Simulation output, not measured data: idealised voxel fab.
process module | voxel tone inversion
cross-section cut | 210 nm wide | cells 5 nm
A cross-section is a grid of square cells, given in bands from the top down. A band is one or more rows of cells.
Each band's line starts with the height of the band's top and of its bottom, in nm. Then come its materials from left to right, each with its width in nm. One material with "throughout" fills the band from edge to edge. "air" is empty space.
Height 0 is the level under which the wafer as received is all one material. The lowest band goes on downwards, as in "0 down".
A width such as "30 to 40" changes by the same amount from each row of cells to the next, from the band's top row to its bottom row.
"no change" after a step means that no cell of the cross-section changed.
closed voids: empty space of 8 cells or more with no open way to the top, each as width x height at its distance from the left edge, in nm
after a step's settings: what the simulator itself notes on the step
overlay nm, on a step with a mask: how far to the right of its planned place the mask lay; to the left if negative
plan
1 op RECEIVE | material Si
2 op CONFORMAL_DEP | material SiN | thk nm 10
3 op DIRECTIONAL_DEP | material aC | thk nm 25
4 op PATTERN | tone cover | mask id POSTS | material resist | width nm 15 | pitch nm 40 | thk nm 30 | overlay nm 0
5 op DIRECTIONAL_ETCH | etch materials aC | depth nm 25
6 op STRIP | etch materials resist
7 op FILL_DEP | material lowk | thk nm 10
8 op CMP | height nm 35
9 op STRIP | etch materials aC
10 op CONFORMAL_DEP | material TiN | thk nm 5
11 op FILL_DEP | material W | thk nm 5
12 op CMP | height nm 35
13 op CONFORMAL_DEP | material SiCN | thk nm 5
varied across the wafers: width nm of step 4. The plan shows the first wafer's value. All wafers start alike
first wafer as received, after step 1
  0 down: Si throughout
  closed voids: none
each wafer at the end: cells of each material gained (+) or lost (-) since it was received, then its closed voids
width nm 15 | +42 SiCN | +84 SiN | +22 TiN | +8 W | +180 lowk | closed voids: none
width nm 20 | +42 SiCN | +84 SiN | +24 TiN | +16 W | +170 lowk | closed voids: none
width nm 25 | +42 SiCN | +84 SiN | +26 TiN | +24 W | +160 lowk | closed voids: none
